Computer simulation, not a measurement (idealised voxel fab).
Presented below is a process module, voxel ribs on slabs.
Section cut is 290 nm wide and gridded with 5 nm square cells.
This document writes a cross-section as a grid whose cells are square, and gives it as bands, listed from the top down; one or more rows of cells form a band. For a band, the entry starts with two heights in nm, that of the top and then that of the bottom, and carries on with the band's materials in order from left to right, each alongside its width in nm; the word "full width" beside a single material means it fills the band edge to edge, and "empty" means empty space. Measure heights from 0. That's the level where, below it, the as-received wafer is all one material. The lowest band is bottomless and extends downward; write it as in "z 0 and below". You'd read "30 to 40" like this: the band's top row of cells is as wide as the first number, its bottom row is as wide as the second, and going down, every row changes width by the same amount as the row before did. "identical to before" -> step changed no cross-section cell. Voids not open to the top, 8 cells minimum: see "closed voids". Written width x height at distance; distance is from the left edge; nm. What comes after the settings on a step's line is commentary from the simulator itself on that step. A step line may carry the setting "overlay nm", which, for steps involving a mask, states the distance by which the mask lay to the right of its intended position; negative values denote displacement to the left.

-- The planned process steps are enumerated hereunder
1. RECEIVE with material Si
2. DIRECTIONAL_DEP with material SiO2, thk nm 20
3. DIRECTIONAL_DEP with material polySi, thk nm 15
4. DIRECTIONAL_DEP with material aC, thk nm 15
5. PATTERN with tone cover, mask id RIB, material resist, width nm 15, thk nm 30, overlay nm 0
6. DIRECTIONAL_ETCH with etch materials aC, depth nm 15
7. STRIP with etch materials resist
8. DIRECTIONAL_ETCH with etch materials polySi, depth nm 10
9. STRIP with etch materials aC
10. MASKED_ETCH with tone cover, mask id SLAB, width nm 45, etch materials polySi, depth nm 5, overlay nm 0
11. FILL_DEP with material SiO2, thk nm 25
12. CMP with height nm 55
13. DIRECTIONAL_DEP with material W, thk nm 10
14. DIRECTIONAL_DEP with material aC, thk nm 15
15. PATTERN with tone cover, mask id HEATER, material resist, width nm 25, thk nm 30, overlay nm 0
16. DIRECTIONAL_ETCH with etch materials aC, depth nm 15
17. STRIP with etch materials resist
18. DIRECTIONAL_ETCH with etch materials W, depth nm 10
19. STRIP with etch materials aC
20. CONFORMAL_DEP with material SiN, thk nm 5

-- This is the cross-section of the wafer as we received it, i.e. after step 1
	z 0 and below: Si full width
	closed voids: none

-- Post-module cross-section of the first of two wafers (run per plan)
	z 70 to 65: 125 empty | 35 SiN | 130 empty
	z 65 to 60: 125 empty | 5 SiN | 25 W | 5 SiN | 130 empty
	z 60 to 55: 130 SiN | 25 W | 135 SiN
	z 55 to 35: SiO2 full width
	z 35 to 25: 135 SiO2 | 15 polySi | 140 SiO2
	z 25 to 20: 120 SiO2 | 45 polySi | 125 SiO2
	z 20 to 0: SiO2 full width
	z 0 and below: Si full width
	closed voids: none

-- Wafer two (of two), end-of-module cross-section: start = wafer one, plan = wafer one, one run mistake
	z 85 to 65: SiN full width
	z 65 to 55: W full width
	z 55 to 35: SiO2 full width
	z 35 to 25: 135 SiO2 | 15 polySi | 140 SiO2
	z 25 to 20: 120 SiO2 | 45 polySi | 125 SiO2
	z 20 to 0: SiO2 full width
	z 0 and below: Si full width
	closed voids: none
Deviation noted in wafer processing: step 14 was processed under conditions differing from the plan, specifically as DIRECTIONAL_DEP with material SiN, thk nm 15
End of process, cell counts, second wafer against first, materials with more or fewer: +170 SiN, +106 W
